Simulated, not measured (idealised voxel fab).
Process module name: voxel trench capacitor
In the cross-section labelled cut, the width is 265 nm and each square cell is 5 nm.
Throughout this document, each cross-section is represented as a grid of square cells and is presented as a sequence of bands enumerated from the top downward, where a band comprises one or more rows of cells.
In this notation a band is specified by the heights of its top and bottom, in that order and in nm, after which its materials appear from left to right, each paired with its width in nm. The word "all across" attached to a single material means that material fills the band from edge to edge; the word "blank" stands for empty space.
Counting heights begins at 0, where everything beneath is, in the wafer as received, one material. The lowest band has no bottom; it goes on downwards, as "from 0 down" shows.
So if you see something like "30 to 40" for the width, read it as the top row of the band sitting at the first number and the bottom row at the second, with every row in between moving by the same amount as the last.
Step note "identical to before" = no cross-section cell changed.
Listed in "Fully enclosed voids": every empty space of 8 or more cells without an open way to the top. Form: width x height at distance, the distance being from the left edge, all in nm.
Formally, on a step line, whatever follows the settings is a remark that the simulator itself makes on the step.
"overlay nm" answers the question of how far to the right of plan the mask lay on a step that has a mask, and when it is negative the answer is to the left.

Below is the list of planned process steps:
- 1: RECEIVE with material Si
- 2: CONFORMAL_DEP with material SiN, thk nm 5
- 3: DIRECTIONAL_DEP with material aC, thk nm 10
- 4: PATTERN with tone open, mask id TRENCH, material resist, width nm 30, pitch nm 60, thk nm 30, overlay nm 0
- 5: DIRECTIONAL_ETCH with etch materials aC, depth nm 10
- 6: STRIP with etch materials resist
- 7: DIRECTIONAL_ETCH with etch materials SiN, depth nm 5
- 8: DIRECTIONAL_ETCH with etch materials Si, depth nm 40
- 9: STRIP with etch materials aC
- 10: CONFORMAL_DEP with material HfO2, thk nm 5
- 11: CONFORMAL_DEP with material TiN, thk nm 5
- 12: FILL_DEP with material W, thk nm 5
- 13: CMP with height nm 5

Cross-section of the wafer as it came to us, i.e., already through step 1:
  from 0 down: Si all across
  Fully enclosed voids: none

This is how the wafer looks in cross-section once the module is done, given the starting state and plan above and one mistake in carrying the plan out:
  from 5 to 0: 85 nm SiN  5 nm HfO2  5 nm TiN  10 nm W  5 nm TiN  5 nm HfO2  30 nm SiN  5 nm HfO2  5 nm TiN  10 nm W  5 nm TiN  5 nm HfO2  90 nm SiN
  from 0 to -70: 85 nm Si  5 nm HfO2  5 nm TiN  10 nm W  5 nm TiN  5 nm HfO2  30 nm Si  5 nm HfO2  5 nm TiN  10 nm W  5 nm TiN  5 nm HfO2  90 nm Si
  from -70 to -75: 85 nm Si  5 nm HfO2  20 nm TiN  5 nm HfO2  30 nm Si  5 nm HfO2  20 nm TiN  5 nm HfO2  90 nm Si
  from -75 to -80: 85 nm Si  30 nm HfO2  30 nm Si  30 nm HfO2  90 nm Si
  from -80 down: Si all across
  Fully enclosed voids: none
Processing error: the plan's step 8 ran twice
